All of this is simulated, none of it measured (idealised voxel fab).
Herein follows the process module entitled voxel capacitor over wiring.
This is section cut - it's 235 nm across, gridded in 5 nm square cells.
Cross-section spec: square-cell grid; bands listed top down; each band is one or more rows. This entry defines a band. It first specifies the height of the band's top and the height of its bottom in nm, and then specifies the band's materials from left to right, stating each material with its width in nm. The word "everywhere" identifies a single material that fills the band from edge to edge, while the word "blank" identifies empty space. Heights are measured from 0, the level below which the as-received wafer is all one material; the lowest band has no bottom and continues downward, written as in "0 -> down". Width: "30..40" (first number = top row, second number = bottom row, same change from row to row of cells). "remained the same", as given for a step, is the statement that not any cell of the cross-section underwent a change during that step. Empty spaces counting at least 8 cells and having no open way to the top are listed in "Trapped void list". The notation width x height at distance is used for each, the distance being from the left edge and all three values in nm. Note: text after step settings on the step line = simulator remark on that step. What "overlay nm" on a step's line means: if the step has a mask, that mask lay this far to the right of its planned place, or, when the value is negative, to the left.

The planned process steps are enumerated hereunder:
1. op RECEIVE | material Si
2. op CONFORMAL_DEP | material SiO2 | thk nm 10
3. op CONFORMAL_DEP | material SiCN | thk nm 5
4. op DIRECTIONAL_DEP | material lowk | thk nm 20
5. op DIRECTIONAL_DEP | material aC | thk nm 15
6. op PATTERN | tone open | mask id METAL_1 | material resist | width nm 30 | pitch nm 85 | thk nm 30 | overlay nm 0
7. op DIRECTIONAL_ETCH | etch materials aC | depth nm 15
8. op STRIP | etch materials resist
9. op DIRECTIONAL_ETCH | etch materials lowk | depth nm 20
10. op DIRECTIONAL_ETCH | etch materials SiCN | depth nm 5
11. op STRIP | etch materials aC
12. op CONFORMAL_DEP | material TiN | thk nm 5
13. op FILL_DEP | material Ru | thk nm 10
14. op CMP | height nm 35
15. op CONFORMAL_DEP | material SiCN | thk nm 5
16. op DIRECTIONAL_DEP | material lowk | thk nm 10
17. op MASKED_ETCH | tone open | mask id PLUG_1 | width nm 15 | etch materials lowk | depth nm 10 | overlay nm 0
18. op MASKED_ETCH | tone open | mask id PLUG_1 | width nm 15 | etch materials SiCN | depth nm 5 | overlay nm 0
19. op EPI | material Ru | thk nm 10
20. op EPI | material Ru | thk nm 5
21. op DIRECTIONAL_DEP | material TiN | thk nm 10
22. op DIRECTIONAL_DEP | material HfO2 | thk nm 5
23. op DIRECTIONAL_DEP | material TiN | thk nm 5
24. op PATTERN | tone cover | mask id UPPER_PLATE | material resist | width nm 60 | thk nm 15 | overlay nm 0
25. op DIRECTIONAL_ETCH | etch materials TiN | depth nm 5
26. op DIRECTIONAL_ETCH | etch materials HfO2 | depth nm 5
27. op STRIP | etch materials resist
28. op PATTERN | tone cover | mask id LOWER_PLATE | material resist | width nm 70 | thk nm 20 | overlay nm 0
29. op DIRECTIONAL_ETCH | etch materials TiN | depth nm 10
30. op STRIP | etch materials resist
31. op FILL_DEP | material SiO2 | thk nm 20
32. op CMP | height nm 85
33. op DIRECTIONAL_DEP | material aC | thk nm 10
34. op PATTERN | tone open | mask id PLUG_2 | material resist | width nm 15 | thk nm 30 | overlay nm 0
35. op DIRECTIONAL_ETCH | etch materials aC | depth nm 5
36. op STRIP | etch materials resist
37. op DIRECTIONAL_ETCH | etch materials SiO2 | depth nm 15
38. op STRIP | etch materials aC
39. op CONFORMAL_DEP | material TiN | thk nm 5
40. op FILL_DEP | material Cu | thk nm 5
41. op CMP | height nm 85
42. op CONFORMAL_DEP | material SiN | thk nm 5
The depth nm used in step 35 is not the same on every wafer, whereas the starting condition is; the value printed in the plan is the first wafer's.

The as-received cross-section of the first of several wafers corresponds to the state after step 1:
    0 -> down | Si everywhere
    Trapped void list: none

Here is the cross-section of the first of several wafers at the end of the module, after its last step, step 42:
    90 -> 85 | SiN everywhere
    85 -> 70 | SiO2 everywhere
    70 -> 65 | SiO2: 75, then TiN: 60, then SiO2: 100
    65 -> 60 | SiO2: 75, then HfO2: 60, then SiO2: 100
    60 -> 50 | SiO2: 70, then TiN: 70, then SiO2: 95
    50 -> 40 | lowk: 75, then Ru: 15, then lowk: 145
    40 -> 35 | SiCN: 75, then Ru: 15, then SiCN: 145
    35 -> 15 | lowk: 60, then TiN: 5, then Ru: 20, then TiN: 5, then lowk: 55, then TiN: 5, then Ru: 20, then TiN: 5, then lowk: 60
    15 -> 10 | SiCN: 60, then TiN: 30, then SiCN: 55, then TiN: 30, then SiCN: 60
    10 -> 0 | SiO2 everywhere
    0 -> down | Si everywhere
    Trapped void list: none

Cross-sectional view of the final wafer of several at the module's end:
    90 -> 85 | SiN everywhere
    85 -> 75 | SiO2: 85, then TiN: 5, then Cu: 5, then TiN: 5, then SiO2: 135
    75 -> 65 | SiO2: 85..75, then TiN: 15..60, then SiO2: 135..100
    65 -> 60 | SiO2: 75, then HfO2: 60, then SiO2: 100
    60 -> 50 | SiO2: 70, then TiN: 70, then SiO2: 95
    50 -> 40 | lowk: 75, then Ru: 15, then lowk: 145
    40 -> 35 | SiCN: 75, then Ru: 15, then SiCN: 145
    35 -> 15 | lowk: 60, then TiN: 5, then Ru: 20, then TiN: 5, then lowk: 55, then TiN: 5, then Ru: 20, then TiN: 5, then lowk: 60
    15 -> 10 | SiCN: 60, then TiN: 30, then SiCN: 55, then TiN: 30, then SiCN: 60
    10 -> 0 | SiO2 everywhere
    0 -> down | Si everywhere
    Trapped void list: none

Take any row and you have a wafer at the end of the module: how many cells of each material it has gained (+) or lost (-) since it was received, and then its closed voids:
depth nm 5 | +12 HfO2 | +41 Ru | +79 SiCN | +47 SiN | +371 SiO2 | +68 TiN | +228 lowk | Trapped void list: none
depth nm 10 | +2 Cu | +12 HfO2 | +41 Ru | +79 SiCN | +47 SiN | +362 SiO2 | +75 TiN | +228 lowk | Trapped void list: none
depth nm 15 | +2 Cu | +12 HfO2 | +41 Ru | +79 SiCN | +47 SiN | +362 SiO2 | +75 TiN | +228 lowk | Trapped void list: none
depth nm 20 | +2 Cu | +12 HfO2 | +41 Ru | +79 SiCN | +47 SiN | +362 SiO2 | +75 TiN | +228 lowk | Trapped void list: none
depth nm 25 | +2 Cu | +12 HfO2 | +41 Ru | +79 SiCN | +47 SiN | +362 SiO2 | +75 TiN | +228 lowk | Trapped void list: none
